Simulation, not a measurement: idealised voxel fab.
Title: Process Module voxel tone inversion
The cross-section shown here is cut; it is 300 nm wide and divided into square cells measuring 5 nm on a side.
A cross-section is a grid of square cells, given in bands from the top down. A band is one or more rows of cells.
The entry gives the band's vertical extent as a top height and a bottom height in nm, then its horizontal make-up as materials from left to right, each with a width in nm. "air" stands for empty space; a single material marked "full width" fills the band edge to edge.
Beneath 0, the wafer as received is one material, and that level is where height counting begins. The lowest band goes on downward without a bottom; it is written like "top 0, no bottom".
It should be noted that a width expressed as "30 to 40" varies in equal increments from row to row of cells within the band, taking the value of the first number at the top row and that of the second number at the bottom row.
For the purposes of this document, the phrase "nothing altered" attached to a step denotes that no cell within the cross-section was modified by that step.
Entry "Closed-off voids". Content: empty spaces with no open connection to the top, size 8 cells or greater. Each: width x height at distance. Distance: from left edge. Unit: nm.
On a step's line, text after the settings is the simulator commenting on that step.
overlay nm: on a step with a mask, how far right of its planned place the mask lay; negative means left.

Set out below are the planned steps of the process
1. RECEIVE with material Si
2. CONFORMAL_DEP with material SiN, thk nm 5
3. DIRECTIONAL_DEP with material aC, thk nm 20
4. PATTERN with tone cover, mask id POSTS, material resist, width nm 25, pitch nm 45, thk nm 25, overlay nm 0
5. DIRECTIONAL_ETCH with etch materials aC, depth nm 20
6. STRIP with etch materials resist
7. FILL_DEP with material SiO2, thk nm 10
8. CMP with height nm 25
9. STRIP with etch materials aC

Shown in cross-section is the wafer as received, that is, as it stands after step 1
> top 0, no bottom  Si full width
> Closed-off voids: none

Post-module cross-section of the first of two wafers (run per plan)
> top 25, bottom 5  SiO2 70 nm  air 25 nm  SiO2 20 nm  air 25 nm  SiO2 20 nm  air 25 nm  SiO2 20 nm  air 25 nm  SiO2 70 nm
> top 5, bottom 0  SiN full width
> top 0, no bottom  Si full width
> Closed-off voids: none

Cross-section, second wafer: same start as the first, same plan as the first, one mistake in running it; taken at the end of the module
> top 25, bottom 5  SiO2 75 nm  air 25 nm  SiO2 20 nm  air 25 nm  SiO2 20 nm  air 25 nm  SiO2 20 nm  air 25 nm  SiO2 65 nm
> top 5, bottom 0  SiN full width
> top 0, no bottom  Si full width
> Closed-off voids: none
In executing the process, a mistake was made relative to the plan: step 4 ran as: PATTERN with tone cover, mask id POSTS, material resist, width nm 25, pitch nm 45, thk nm 25, overlay nm 5
The two final wafers agree on how many cells each material fills and disagree on which cells those are.
